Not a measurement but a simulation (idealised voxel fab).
Process module in this document: voxel self aligned vias
Section cut is 220 nm wide and gridded with 5 nm square cells.
A cross-section is a grid of square cells, given in bands from the top down. A band is one or more rows of cells. In this notation a band is specified by the heights of its top and bottom, in that order and in nm, after which its materials appear from left to right, each paired with its width in nm. The word "edge to edge" attached to a single material means that material fills the band from edge to edge; the word "air" stands for empty space. It should be noted that heights are counted from 0, beneath which the wafer as supplied is of one material throughout, and that the lowest band possesses no lower boundary but continues downward, as written in "0..down". Width spec "30->40" -> top row of cells at first value, bottom row at second value, equal per-row change in between. "same as before", as given for a step, is the statement that not any cell of the cross-section underwent a change during that step. The list in "Voids, enclosed" covers empty spaces of 8 cells or more that cannot reach the top through any open way, and it gives each as width x height at distance; the distance is from the left edge, and width, height and distance are in nm. Whatever follows a step's settings on its line is a remark the simulator itself makes about that step. The line of a step may include "overlay nm". On a step with a mask, this value is how far to the right of its planned place the mask lay. A negative value means the mask lay to the left.

**The following list gives the planned process steps**
| 1 | RECEIVE: material Si |
| 2 | CONFORMAL_DEP: material SiO2, thk nm 10 |
| 3 | CONFORMAL_DEP: material SiCN, thk nm 5 |
| 4 | DIRECTIONAL_DEP: material lowk, thk nm 25 |
| 5 | PATTERN: tone open, mask id LINES, material resist, width nm 15, pitch nm 55, thk nm 15, overlay nm 0 |
| 6 | DIRECTIONAL_ETCH: etch materials lowk, depth nm 25 |
| 7 | STRIP: etch materials resist |
| 8 | CONFORMAL_DEP: material TiN, thk nm 5 |
| 9 | FILL_DEP: material Ru, thk nm 5 |
| 10 | CMP: height nm 40 |
| 11 | SELECTIVE_ETCH: etch materials W Ru TiN, depth nm 10 |
| 12 | FILL_DEP: material SiN, thk nm 10 |
| 13 | CMP: height nm 40 |
| 14 | DIRECTIONAL_DEP: material lowk, thk nm 20 |
| 15 | MASKED_ETCH: tone open, mask id VIAS, width nm 40, etch materials lowk, depth nm 20, overlay nm 0 |
| 16 | MASKED_ETCH: tone open, mask id VIAS, width nm 40, etch materials SiN, depth nm 10, overlay nm 0 |
| 17 | CONFORMAL_DEP: material TiN, thk nm 5 |
| 18 | FILL_DEP: material W, thk nm 10 |
| 19 | CMP: height nm 60 |
| 20 | CONFORMAL_DEP: material SiCN, thk nm 5 |
The value of width nm given for step 5 in the plan refers to the first wafer; the wafers vary in this setting and are alike at the start.

**Cross-section: the first of several wafers in its as-received state, i.e. following step 1**
    0..down: Si edge to edge
    Voids, enclosed: none

**Depicted here is the first of several wafers in cross-section, at module completion following the last step, step 20**
    65..60: SiCN edge to edge
    60..45: 60 nm lowk; 5 nm TiN; 30 nm W; 5 nm TiN; 120 nm lowk
    45..40: 60 nm lowk; 20 nm TiN; 5 nm W; 15 nm TiN; 120 nm lowk
    40..35: 75 nm lowk; 5 nm TiN; 5 nm W; 5 nm TiN; 40 nm lowk; 15 nm SiN; 75 nm lowk
    35..30: 75 nm lowk; 15 nm TiN; 40 nm lowk; 15 nm SiN; 75 nm lowk
    30..20: 75 nm lowk; 5 nm TiN; 5 nm Ru; 5 nm TiN; 40 nm lowk; 5 nm TiN; 5 nm Ru; 5 nm TiN; 75 nm lowk
    20..15: 75 nm lowk; 15 nm TiN; 40 nm lowk; 15 nm TiN; 75 nm lowk
    15..10: SiCN edge to edge
    10..0: SiO2 edge to edge
    0..down: Si edge to edge
    Voids, enclosed: none

**Cross-section at module completion, last wafer**
    65..60: SiCN edge to edge
    60..45: 60 nm lowk; 5 nm TiN; 30 nm W; 5 nm TiN; 120 nm lowk
    45..40: 60 nm lowk; 10 nm TiN; 25 nm W; 5 nm TiN; 120 nm lowk
    40..35: 65 nm lowk; 5 nm TiN; 25 nm W; 5 nm TiN; 20 nm lowk; 35 nm SiN; 65 nm lowk
    35..30: 65 nm lowk; 35 nm TiN; 20 nm lowk; 35 nm SiN; 65 nm lowk
    30..20: 65 nm lowk; 5 nm TiN; 25 nm Ru; 5 nm TiN; 20 nm lowk; 5 nm TiN; 25 nm Ru; 5 nm TiN; 65 nm lowk
    20..15: 65 nm lowk; 35 nm TiN; 20 nm lowk; 35 nm TiN; 65 nm lowk
    15..10: SiCN edge to edge
    10..0: SiO2 edge to edge
    0..down: Si edge to edge
    Voids, enclosed: none

**Every row in this table is a wafer at the end of the module, and it gives, for each of the materials, the cells that wafer has gained (+) or lost (-) since it was received, then its closed voids**
width nm 15; +4 Ru; +88 SiCN; +6 SiN; +88 SiO2; +32 TiN; +20 W; +334 lowk; Voids, enclosed: none
width nm 20; +8 Ru; +88 SiCN; +8 SiN; +88 SiO2; +34 TiN; +22 W; +324 lowk; Voids, enclosed: none
width nm 25; +12 Ru; +88 SiCN; +10 SiN; +88 SiO2; +36 TiN; +24 W; +314 lowk; Voids, enclosed: none
width nm 30; +16 Ru; +88 SiCN; +12 SiN; +88 SiO2; +38 TiN; +26 W; +304 lowk; Voids, enclosed: none
width nm 35; +20 Ru; +88 SiCN; +14 SiN; +88 SiO2; +40 TiN; +28 W; +294 lowk; Voids, enclosed: none
